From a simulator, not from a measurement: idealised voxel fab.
process module | voxel self aligned vias
cross-section cut | 230 nm wide | cells 5 nm
A cross-section is a grid of square cells, given in bands from the top down. A band is one or more rows of cells.
Each band's line starts with the height of the band's top and of its bottom, in nm. Then come its materials from left to right, each with its width in nm. One material with "throughout" fills the band from edge to edge. "air" is empty space.
Height 0 is the level under which the wafer as received is all one material. The lowest band goes on downwards, as in "0 down".
A width such as "30 to 40" changes by the same amount from each row of cells to the next, from the band's top row to its bottom row.
"no change" after a step means that no cell of the cross-section changed.
closed voids: empty space of 8 cells or more with no open way to the top, each as width x height at its distance from the left edge, in nm
after a step's settings: what the simulator itself notes on the step
overlay nm, on a step with a mask: how far to the right of its planned place the mask lay; to the left if negative
plan
1 op RECEIVE | material Si
2 op CONFORMAL_DEP | material SiO2 | thk nm 10
3 op CONFORMAL_DEP | material SiCN | thk nm 5
4 op DIRECTIONAL_DEP | material SiO2 | thk nm 30
5 op MASKED_ETCH | tone open | mask id LINES | width nm 20 | pitch nm 50 | etch materials SiO2 | depth nm 30 | overlay nm 0
6 op CONFORMAL_DEP | material TiN | thk nm 5
7 op FILL_DEP | material Ru | thk nm 10
8 op CMP | height nm 45
9 op SELECTIVE_ETCH | etch materials W Ru TiN | depth nm 10
10 op FILL_DEP | material SiN | thk nm 10
11 op CMP | height nm 45
12 op DIRECTIONAL_DEP | material SiO2 | thk nm 15
13 op PATTERN | tone open | mask id VIAS | material resist | width nm 30 | thk nm 20 | overlay nm 0
14 op DIRECTIONAL_ETCH | etch materials SiO2 | depth nm 15
15 op DIRECTIONAL_ETCH | etch materials SiN | depth nm 10
16 op STRIP | etch materials resist
17 op CONFORMAL_DEP | material TiN | thk nm 5
18 op FILL_DEP | material W | thk nm 5
19 op CMP | height nm 60
20 op CONFORMAL_DEP | material SiCN | thk nm 5
first wafer, as planned
as received, after step 1
  0 down: Si throughout
  closed voids: none
after step 2
  10 to 0: SiO2 throughout
  below 0: unchanged
after step 3
  15 to 10: SiCN throughout
  below 10: unchanged
after step 4
  45 to 15: SiO2 throughout
  below 15: unchanged
after step 5
  45 to 15: SiO2 80 | air 20 | SiO2 30 | air 20 | SiO2 80
  below 15: unchanged
after step 6
  50 to 45: TiN 85 | air 10 | TiN 40 | air 10 | TiN 85
  45 to 20: SiO2 80 | TiN 5 | air 10 | TiN 5 | SiO2 30 | TiN 5 | air 10 | TiN 5 | SiO2 80
  20 to 15: SiO2 80 | TiN 20 | SiO2 30 | TiN 20 | SiO2 80
  below 15: unchanged
after step 7
  60 to 50: Ru throughout
  50 to 45: TiN 85 | Ru 10 | TiN 40 | Ru 10 | TiN 85
  45 to 20: SiO2 80 | TiN 5 | Ru 10 | TiN 5 | SiO2 30 | TiN 5 | Ru 10 | TiN 5 | SiO2 80
  below 20: unchanged
after step 8
  45 to 20: SiO2 80 | TiN 5 | Ru 10 | TiN 5 | SiO2 30 | TiN 5 | Ru 10 | TiN 5 | SiO2 80
  below 20: unchanged
after step 9
  45 to 35: SiO2 80 | air 20 | SiO2 30 | air 20 | SiO2 80
  below 35: unchanged
after step 10
  55 to 45: SiN throughout
  45 to 35: SiO2 80 | SiN 20 | SiO2 30 | SiN 20 | SiO2 80
  below 35: unchanged
after step 11
  45 to 35: SiO2 80 | SiN 20 | SiO2 30 | SiN 20 | SiO2 80
  below 35: unchanged
after step 12
  60 to 45: SiO2 throughout
  below 45: unchanged
after step 13
  80 to 60: resist 75 | air 30 | resist 125
  below 60: unchanged
after step 14
  80 to 60: resist 75 | air 30 | resist 125
  60 to 45: SiO2 75 | air 30 | SiO2 125
  below 45: unchanged
after step 15
  80 to 60: resist 75 | air 30 | resist 125
  60 to 45: SiO2 75 | air 30 | SiO2 125
  45 to 35: SiO2 80 | air 20 | SiO2 30 | SiN 20 | SiO2 80
  below 35: unchanged
after step 16
  60 to 45: SiO2 75 | air 30 | SiO2 125
  below 45: unchanged
after step 17
  65 to 60: TiN 80 | air 20 | TiN 130
  60 to 50: SiO2 75 | TiN 5 | air 20 | TiN 5 | SiO2 125
  50 to 45: SiO2 75 | TiN 10 | air 10 | TiN 10 | SiO2 125
  45 to 40: SiO2 80 | TiN 5 | air 10 | TiN 5 | SiO2 30 | SiN 20 | SiO2 80
  40 to 35: SiO2 80 | TiN 20 | SiO2 30 | SiN 20 | SiO2 80
  below 35: unchanged
after step 18
  70 to 65: W throughout
  65 to 60: TiN 80 | W 20 | TiN 130
  60 to 50: SiO2 75 | TiN 5 | W 20 | TiN 5 | SiO2 125
  50 to 45: SiO2 75 | TiN 10 | W 10 | TiN 10 | SiO2 125
  45 to 40: SiO2 80 | TiN 5 | W 10 | TiN 5 | SiO2 30 | SiN 20 | SiO2 80
  below 40: unchanged
after step 19
  60 to 50: SiO2 75 | TiN 5 | W 20 | TiN 5 | SiO2 125
  below 50: unchanged
after step 20
  65 to 60: SiCN throughout
  below 60: unchanged
second wafer: like start, like plan, one mistake. Through step 2 it matches the first wafer
when step 3 should have ended: no change
when step 4 should have ended
  40 to 0: SiO2 throughout
  below 0: unchanged
when step 5 should have ended
  40 to 10: SiO2 80 | air 20 | SiO2 30 | air 20 | SiO2 80
  below 10: unchanged
when step 6 should have ended
  45 to 40: TiN 85 | air 10 | TiN 40 | air 10 | TiN 85
  40 to 15: SiO2 80 | TiN 5 | air 10 | TiN 5 | SiO2 30 | TiN 5 | air 10 | TiN 5 | SiO2 80
  15 to 10: SiO2 80 | TiN 20 | SiO2 30 | TiN 20 | SiO2 80
  below 10: unchanged
when step 7 should have ended
  55 to 45: Ru throughout
  45 to 40: TiN 85 | Ru 10 | TiN 40 | Ru 10 | TiN 85
  40 to 15: SiO2 80 | TiN 5 | Ru 10 | TiN 5 | SiO2 30 | TiN 5 | Ru 10 | TiN 5 | SiO2 80
  below 15: unchanged
when step 8 should have ended
  45 to 40: TiN 85 | Ru 10 | TiN 40 | Ru 10 | TiN 85
  below 40: unchanged
when step 9 should have ended
  40 to 35: SiO2 80 | air 20 | SiO2 30 | air 20 | SiO2 80
  below 35: unchanged
when step 10 should have ended
  50 to 40: SiN throughout
  40 to 35: SiO2 80 | SiN 20 | SiO2 30 | SiN 20 | SiO2 80
  below 35: unchanged
when step 11 should have ended
  45 to 40: SiN throughout
  below 40: unchanged
when step 12 should have ended
  60 to 45: SiO2 throughout
  below 45: unchanged
when step 13 should have ended
  80 to 60: resist 75 | air 30 | resist 125
  below 60: unchanged
when step 14 should have ended
  80 to 60: resist 75 | air 30 | resist 125
  60 to 45: SiO2 75 | air 30 | SiO2 125
  below 45: unchanged
when step 15 should have ended
  80 to 60: resist 75 | air 30 | resist 125
  60 to 45: SiO2 75 | air 30 | SiO2 125
  45 to 40: SiN 75 | air 30 | SiN 125
  40 to 35: SiO2 80 | air 20 | SiO2 30 | SiN 20 | SiO2 80
  below 35: unchanged
when step 16 should have ended
  60 to 45: SiO2 75 | air 30 | SiO2 125
  below 45: unchanged
when step 17 should have ended
  65 to 60: TiN 80 | air 20 | TiN 130
  60 to 45: SiO2 75 | TiN 5 | air 20 | TiN 5 | SiO2 125
  45 to 40: SiN 75 | TiN 10 | air 10 | TiN 10 | SiN 125
  40 to 35: SiO2 80 | TiN 20 | SiO2 30 | SiN 20 | SiO2 80
  below 35: unchanged
when step 18 should have ended
  70 to 65: W throughout
  65 to 60: TiN 80 | W 20 | TiN 130
  60 to 45: SiO2 75 | TiN 5 | W 20 | TiN 5 | SiO2 125
  45 to 40: SiN 75 | TiN 10 | W 10 | TiN 10 | SiN 125
  below 40: unchanged
when step 19 should have ended
  60 to 45: SiO2 75 | TiN 5 | W 20 | TiN 5 | SiO2 125
  below 45: unchanged
when step 20 should have ended
  65 to 60: SiCN throughout
  below 60: unchanged
what went wrong: step 3 was left out
at the end the second wafer has, in cells: 4 more of Ru | 46 fewer of SiCN | 36 more of SiN | 4 more of TiN | 2 more of W
